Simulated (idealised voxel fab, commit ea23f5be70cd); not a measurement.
This section sets out a process module, namely voxel tone inversion.
Cross-section cut: width 225 nm, square cells of 5 nm.
A cross-section is written here as square cells arranged in a grid, and it is given in bands from the top down, each band taking up one or more rows of cells.
A band entry consists of two parts. The first gives the height of the band's top and the height of its bottom, in nm. The rest lists the band's materials from left to right, each with its width in nm. A single material labelled with the word "edge to edge" fills the band from edge to edge, and the word "empty" marks empty space.
Heights are expressed relative to 0, this being the level below which the as-received wafer comprises one material exclusively. The lowest band is unbounded in the downward direction and is denoted as in "z 0 and below".
It should be noted that a width expressed as "30 to 40" varies in equal increments from row to row of cells within the band, taking the value of the first number at the top row and that of the second number at the bottom row.
No cell of the cross-section changed in a step that is given as "no alterations made".
Empty spaces without an open route to the top, at least 8 cells in extent, make up the entry "Unvented cavities"; each is given as width x height at distance, where the distance is measured from the left edge, and all are in nm.
That trailing text on a step's line, after the settings, is the simulator's own remark on the step.
"overlay nm" on a masked step: distance the mask lay right of its planned place, negative for left.
[The planned process steps are enumerated hereunder]
1: RECEIVE with material Si
2: CONFORMAL_DEP with material SiCN, thk nm 5
3: DIRECTIONAL_DEP with material polySi, thk nm 25
4: PATTERN with tone cover, mask id POSTS, material resist, width nm 25, pitch nm 50, thk nm 35, overlay nm 0
5: DIRECTIONAL_ETCH with etch materials polySi, depth nm 25
6: STRIP with etch materials resist
7: FILL_DEP with material lowk, thk nm 5
8: CMP with height nm 30
9: STRIP with etch materials polySi
[As received (post step 1): cross-section]
	z 0 and below | Si edge to edge
	Unvented cavities: none
[End state of the module in cross-section, given the above starting point and plan and one mistake in execution]
	z 30 to 25 | lowk edge to edge
	z 25 to 5 | lowk (75)  polySi (25)  lowk (25)  polySi (25)  lowk (75)
	z 5 to 0 | SiCN edge to edge
	z 0 and below | Si edge to edge
	Unvented cavities: none
Nonconformance to the process plan: step 3 did not happen as planned, as run it was DIRECTIONAL_DEP with material polySi, thk nm 20
